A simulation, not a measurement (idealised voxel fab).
Process module under the name voxel self aligned contacts
We display cut, a cross-section 295 nm in width whose square cells are each 5 nm.
How to read a cross-section here: the picture is a grid of square cells, written as bands going from the top down, and any band can span one or more rows of cells. Band: top height; bottom height; in nm. Then, left to right: material with width in nm, for each material. "edge to edge": a single material spanning edge to edge. "blank": empty space. Note: height 0 marks the level under which the wafer is uniformly one material as received. Lowest band unbounded below, written "0..down". The width entry "30->40" should be interpreted row by row: the top row of cells in the band takes the first number, the bottom row takes the second number, and the change between adjacent rows is uniform throughout. Key: "changes: none" - step with no changed cell in the cross-section. Entry "Internal closed voids" = empty spaces >= 8 cells with no open way to the top; each as width x height at distance, distance from left edge, all nm. What comes after the settings on a step's line is commentary from the simulator itself on that step. When a step includes a mask, the "overlay nm" setting on its line states how far to the right of its planned place that mask lay, and negative values state how far to the left.

Steps planned for the process
1,op RECEIVE | material Si
2,op CONFORMAL_DEP | material SiO2 | thk nm 5
3,op DIRECTIONAL_DEP | material polySi | thk nm 25
4,op DIRECTIONAL_DEP | material SiN | thk nm 20
5,op PATTERN | tone cover | mask id GATE | material resist | width nm 30 | pitch nm 75 | thk nm 15 | overlay nm 0
6,op DIRECTIONAL_ETCH | etch materials SiN | depth nm 20
7,op DIRECTIONAL_ETCH | etch materials polySi | depth nm 25
8,op STRIP | etch materials resist
9,op CONFORMAL_DEP | material SiN | thk nm 10
10,op DIRECTIONAL_ETCH | etch materials SiN | depth nm 10
11,op FILL_DEP | material SiO2 | thk nm 15
12,op CMP | height nm 55
13,op MASKED_ETCH | tone open | mask id CONTACT | width nm 55 | etch materials SiO2 | depth nm 55 | overlay nm 0
14,op CONFORMAL_DEP | material TiN | thk nm 5
15,op FILL_DEP | material Ru | thk nm 5
16,op CMP | height nm 55
17,op CONFORMAL_DEP | material SiN | thk nm 5

Cross-sectional view of the wafer in its as-received condition, corresponding to the state after step 1
> 0..down | Si edge to edge
> Internal closed voids: none

Run as planned - first of the two wafers cross-sectioned at the end of the module
> 60..55 | SiN edge to edge
> 55..50 | SiO2: 120, then TiN: 20, then Ru: 15, then TiN: 20, then SiO2: 120
> 50..30 | SiO2: 85, then SiN: 50, then TiN: 5, then Ru: 15, then TiN: 5, then SiN: 50, then SiO2: 85
> 30..5 | SiO2: 85, then SiN: 10, then polySi: 30, then SiN: 10, then TiN: 5, then Ru: 15, then TiN: 5, then SiN: 10, then polySi: 30, then SiN: 10, then SiO2: 85
> 5..0 | SiO2: 135, then TiN: 25, then SiO2: 135
> 0..down | Si edge to edge
> Internal closed voids: none

Same start, same plan as the first wafer - but one mistake in the run. Cross-section of the second of the two at the end of the module
> 60..55 | SiN edge to edge
> 55..50 | SiO2: 120, then TiN: 15, then Ru: 25, then TiN: 15, then SiO2: 120
> 50..30 | SiO2: 90, then SiN: 40, then TiN: 5, then Ru: 25, then TiN: 5, then SiN: 40, then SiO2: 90
> 30..5 | SiO2: 90, then SiN: 10, then polySi: 20, then SiN: 10, then TiN: 5, then Ru: 25, then TiN: 5, then SiN: 10, then polySi: 20, then SiN: 10, then SiO2: 90
> 5..0 | SiO2: 130, then TiN: 35, then SiO2: 130
> 0..down | Si edge to edge
> Internal closed voids: none
Short version of what went wrong: planned and actual differ for step 5; actual: op PATTERN | tone cover | mask id GATE | material resist | width nm 20 | pitch nm 75 | thk nm 15 | overlay nm 0
End of process, cell counts, second wafer against first, materials with more or fewer: 20 more of Ru, 16 fewer of SiN, 16 more of SiO2, 20 fewer of polySi
